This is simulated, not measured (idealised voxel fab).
The process module that follows is named voxel self aligned contacts.
Square cells of 5 nm make up the cross-section cut, whose width is 200 nm.
Cross-section, as written here: a square-cell grid given band by band from the top down, where a band holds one or more rows of cells.
Quick guide to a band line: top height, bottom height (nm) up front; then every material left to right with its width in nm. Only one material and it's marked "everywhere"? Then it fills the band edge to edge. And "blank" just means empty space.
Note: height 0 marks the level under which the wafer is uniformly one material as received. Lowest band unbounded below, written "0..down".
The expression "30..40" gives the width at the extremes of the band, the first number at its top row of cells and the second at its bottom row, with the width changing by equal amounts from each row to the next in between.
When a step is marked "no modification", none of the cells in the cross-section changed during that step.
This entry, "Entrapped voids", enumerates those empty regions of no fewer than 8 cells that possess no open connection to the top. Each region is reported in the form width x height at distance, the distance being taken from the left edge, with all three quantities expressed in nm.
If you see something after the settings on a step's line, that's the simulator's own remark about that step.
If you see "overlay nm" on a step's line and that step has a mask, it's telling you how far right of where it was planned the mask ended up; a negative number means it went left instead.

PLANNED STEP LIST FOR THE PROCESS
1. RECEIVE, material Si
2. OXIDIZE, depth nm 5
3. DIRECTIONAL_DEP, material polySi, thk nm 20
4. DIRECTIONAL_DEP, material SiN, thk nm 25
5. PATTERN, tone cover, mask id GATE, material resist, width nm 30, pitch nm 70, thk nm 20, overlay nm 0
6. DIRECTIONAL_ETCH, etch materials SiN, depth nm 25
7. DIRECTIONAL_ETCH, etch materials polySi, depth nm 20
8. STRIP, etch materials resist
9. CONFORMAL_DEP, material SiN, thk nm 10
10. DIRECTIONAL_ETCH, etch materials SiN, depth nm 10
11. FILL_DEP, material SiO2, thk nm 15
12. CMP, height nm 50
13. MASKED_ETCH, tone open, mask id CONTACT, width nm 50, pitch nm 70, etch materials SiO2, depth nm 55, overlay nm 0
14. CONFORMAL_DEP, material TiN, thk nm 5
15. FILL_DEP, material W, thk nm 5
16. CMP, height nm 50
17. CONFORMAL_DEP, material SiCN, thk nm 5

CROSS-SECTION, INCOMING MATERIAL, AFTER STEP 1
  0..down | Si everywhere
  Entrapped voids: none

THE MODULE WAS RUN FROM THE START SHOWN ABOVE USING THE PLAN SHOWN ABOVE, BUT ONE MISTAKE WAS MADE DOING IT; THE RESULTING WAFER CROSS-SECTION IS BELOW
  55..50 | SiCN everywhere
  50..45 | SiO2 40 nm, then TiN 20 nm, then W 10 nm, then TiN 25 nm, then SiO2 15 nm, then TiN 20 nm, then W 10 nm, then TiN 25 nm, then SiO2 35 nm
  45..20 | SiO2 5 nm, then SiN 50 nm, then TiN 5 nm, then W 10 nm, then TiN 5 nm, then SiN 50 nm, then TiN 5 nm, then W 10 nm, then TiN 5 nm, then SiN 50 nm, then SiO2 5 nm
  20..0 | SiO2 5 nm, then SiN 10 nm, then polySi 30 nm, then SiN 10 nm, then TiN 5 nm, then W 10 nm, then TiN 5 nm, then SiN 10 nm, then polySi 30 nm, then SiN 10 nm, then TiN 5 nm, then W 10 nm, then TiN 5 nm, then SiN 10 nm, then polySi 30 nm, then SiN 10 nm, then SiO2 5 nm
  0..-5 | SiO2 55 nm, then TiN 20 nm, then SiO2 50 nm, then TiN 20 nm, then SiO2 55 nm
  -5..down | Si everywhere
  Entrapped voids: none
The mistake made against the process plan was this: for step 13, the planned setting was not used; the step was instead run as MASKED_ETCH, tone open, mask id CONTACT, width nm 55, pitch nm 70, etch materials SiO2, depth nm 55, overlay nm 0
